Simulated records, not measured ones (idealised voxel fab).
The process module that follows is named voxel self aligned contacts.
Displayed cross-section: cut, width of 240 nm, square cells sized 5 nm.
Cross-sections here: square-cell grids, written as top-down lists of bands, a band being one or more rows of cells.
Band: top height; bottom height; in nm. Then, left to right: material with width in nm, for each material. "throughout": a single material spanning edge to edge. "empty": empty space.
Heights are expressed relative to 0, this being the level below which the as-received wafer comprises one material exclusively. The lowest band is unbounded in the downward direction and is denoted as in "0 -> down".
The two numbers in a width such as "30..40" mark its ends across the band: the first belongs to the top row of cells, the second to the bottom row, and from each row to the next the width moves by the same amount.
"changes: none" for a step: no cell of the cross-section changed in that step.
"Internal closed voids" specifies each empty space that is not open to the top and that occupies no fewer than 8 cells, using the form width x height at distance, the distance measured from the left edge and all three quantities in nm.
Step line, after settings: the simulator's comment on this step.
Regarding "overlay nm": on a step with a mask, it is the distance the mask lay to the right of its planned place; a negative value places it to the left.
### Set out below are the planned steps of the process
1. RECEIVE: material Si
2. OXIDIZE: depth nm 5
3. DIRECTIONAL_DEP: material polySi, thk nm 20
4. DIRECTIONAL_DEP: material SiN, thk nm 20
5. DIRECTIONAL_DEP: material aC, thk nm 15
6. PATTERN: tone cover, mask id GATE, material resist, width nm 30, pitch nm 70, thk nm 30, overlay nm 0
7. DIRECTIONAL_ETCH: etch materials aC, depth nm 15
8. STRIP: etch materials resist
9. DIRECTIONAL_ETCH: etch materials SiN, depth nm 20
10. DIRECTIONAL_ETCH: etch materials polySi, depth nm 20
11. STRIP: etch materials aC
12. CONFORMAL_DEP: material SiN, thk nm 10
13. DIRECTIONAL_ETCH: etch materials SiN, depth nm 10
14. FILL_DEP: material SiO2, thk nm 20
15. CMP: height nm 50
16. PATTERN: tone open, mask id CONTACT, material resist, width nm 50, thk nm 20, overlay nm 0
17. DIRECTIONAL_ETCH: etch materials SiO2, depth nm 55
18. STRIP: etch materials resist
19. CONFORMAL_DEP: material TiN, thk nm 5
20. FILL_DEP: material W, thk nm 10
21. CMP: height nm 50
22. CONFORMAL_DEP: material SiCN, thk nm 5
### Wafer as received: cross-section following step 1
	0 -> down | Si throughout
	Internal closed voids: none
### First of two wafers: cross-section at end of module, run per plan
	55 -> 50 | SiCN throughout
	50 -> 40 | 95 of SiO2, then 5..20 of TiN, then 40..10 of W, then 5..20 of TiN, then 95 of SiO2
	40 -> 20 | 60 of SiO2, then 50 of SiN, then 5 of TiN, then 10 of W, then 5 of TiN, then 50 of SiN, then 60 of SiO2
	20 -> 0 | 60 of SiO2, then 10 of SiN, then 30 of polySi, then 10 of SiN, then 5 of TiN, then 10 of W, then 5 of TiN, then 10 of SiN, then 30 of polySi, then 10 of SiN, then 60 of SiO2
	0 -> -5 | 110 of SiO2, then 20 of TiN, then 110 of SiO2
	-5 -> down | Si throughout
	Internal closed voids: none
### End-of-module cross-section of the second wafer: identical starting point and process plan to the first, with one processing mistake
	55 -> 50 | SiCN throughout
	50 -> 40 | 60 of SiO2, then 50 of SiN, then 5 of TiN, then 10 of W, then 5 of TiN, then 50 of SiN, then 60 of SiO2
	40 -> 25 | 60 of SiO2, then 10 of SiN, then 30 of polySi, then 10 of SiN, then 5 of TiN, then 10 of W, then 5 of TiN, then 10 of SiN, then 30 of polySi, then 10 of SiN, then 60 of SiO2
	25 -> 20 | 60 of SiO2, then 10 of SiN, then 30 of polySi, then 10 of SiN, then 20 of TiN, then 10 of SiN, then 30 of polySi, then 10 of SiN, then 60 of SiO2
	20 -> 0 | polySi throughout
	0 -> -5 | SiO2 throughout
	-5 -> down | Si throughout
	Internal closed voids: none
Deviation noted in wafer processing: step 3 was run twice
FYI, end of process, the second wafer has more or fewer cells of some materials than the first: SiN: 40 fewer, SiO2: 120 fewer, TiN: 16 fewer, W: 16 fewer, polySi: 192 more
